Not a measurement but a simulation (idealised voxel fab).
process module | voxel self aligned vias
cross-section cut | 275 nm wide | cells 5 nm
A cross-section is a grid of square cells, given in bands from the top down. A band is one or more rows of cells.
Each band's line starts with the height of the band's top and of its bottom, in nm. Then come its materials from left to right, each with its width in nm. One material with "throughout" fills the band from edge to edge. "air" is empty space.
Height 0 is the level under which the wafer as received is all one material. The lowest band goes on downwards, as in "0 down".
A width such as "30 to 40" changes by the same amount from each row of cells to the next, from the band's top row to its bottom row.
"no change" after a step means that no cell of the cross-section changed.
closed voids: empty space of 8 cells or more with no open way to the top, each as width x height at its distance from the left edge, in nm
after a step's settings: what the simulator itself notes on the step
overlay nm, on a step with a mask: how far to the right of its planned place the mask lay; to the left if negative
plan
1 op RECEIVE | material Si
2 op CONFORMAL_DEP | material SiO2 | thk nm 15
3 op CONFORMAL_DEP | material SiCN | thk nm 5
4 op DIRECTIONAL_DEP | material SiO2 | thk nm 20
5 op MASKED_ETCH | tone open | mask id LINES | width nm 30 | pitch nm 55 | etch materials SiO2 | depth nm 20 | overlay nm 0
6 op CONFORMAL_DEP | material TiN | thk nm 5
7 op FILL_DEP | material Ru | thk nm 10
8 op CMP | height nm 40
9 op SELECTIVE_ETCH | etch materials W Ru TiN | depth nm 10
10 op FILL_DEP | material SiN | thk nm 10
11 op CMP | height nm 40
12 op DIRECTIONAL_DEP | material SiO2 | thk nm 20
13 op PATTERN | tone open | mask id VIAS | material resist | width nm 40 | pitch nm 110 | thk nm 20 | overlay nm 0
14 op DIRECTIONAL_ETCH | etch materials SiO2 | depth nm 20
15 op DIRECTIONAL_ETCH | etch materials SiN | depth nm 10
16 op STRIP | etch materials resist
17 op CONFORMAL_DEP | material TiN | thk nm 5
18 op FILL_DEP | material W | thk nm 5
19 op CMP | height nm 60
20 op CONFORMAL_DEP | material SiCN | thk nm 5
as received, after step 1
  0 down: Si throughout
  closed voids: none
first wafer at the end, as planned
  65 to 60: SiCN throughout
  60 to 45: SiO2 60 | TiN 5 | W 30 | TiN 5 | SiO2 70 | TiN 5 | W 30 | TiN 5 | SiO2 65
  45 to 40: SiO2 60 | TiN 10 | W 20 | TiN 10 | SiO2 70 | TiN 10 | W 20 | TiN 10 | SiO2 65
  40 to 35: SiO2 65 | TiN 5 | W 20 | TiN 5 | SiO2 25 | SiN 30 | SiO2 25 | TiN 5 | W 20 | TiN 5 | SiO2 70
  35 to 30: SiO2 65 | TiN 30 | SiO2 25 | SiN 30 | SiO2 25 | TiN 30 | SiO2 70
  30 to 25: SiO2 65 | TiN 5 | Ru 20 | TiN 5 | SiO2 25 | TiN 5 | Ru 20 | TiN 5 | SiO2 25 | TiN 5 | Ru 20 | TiN 5 | SiO2 70
  25 to 20: SiO2 65 | TiN 30 | SiO2 25 | TiN 30 | SiO2 25 | TiN 30 | SiO2 70
  20 to 15: SiCN throughout
  15 to 0: SiO2 throughout
  0 down: Si throughout
  closed voids: none
second wafer at the end: like start, like plan, one mistake
  65 to 60: SiCN throughout
  60 to 55: W throughout
  55 to 50: TiN 65 | W 30 | TiN 80 | W 30 | TiN 70
  50 to 35: SiO2 60 | TiN 5 | W 30 | TiN 5 | SiO2 70 | TiN 5 | W 30 | TiN 5 | SiO2 65
  35 to 30: SiO2 60 | TiN 40 | SiO2 70 | TiN 40 | SiO2 65
  30 to 25: SiO2 65 | TiN 5 | Ru 20 | TiN 5 | SiO2 25 | TiN 5 | Ru 20 | TiN 5 | SiO2 25 | TiN 5 | Ru 20 | TiN 5 | SiO2 70
  25 to 20: SiO2 65 | TiN 30 | SiO2 25 | TiN 30 | SiO2 25 | TiN 30 | SiO2 70
  20 to 15: SiCN throughout
  15 to 0: SiO2 throughout
  0 down: Si throughout
  closed voids: none
what went wrong: step 11 ran as: op CMP | height nm 30
at the end the second wafer has, in cells: 12 fewer of SiN | 74 fewer of SiO2 | 35 more of TiN | 51 more of W
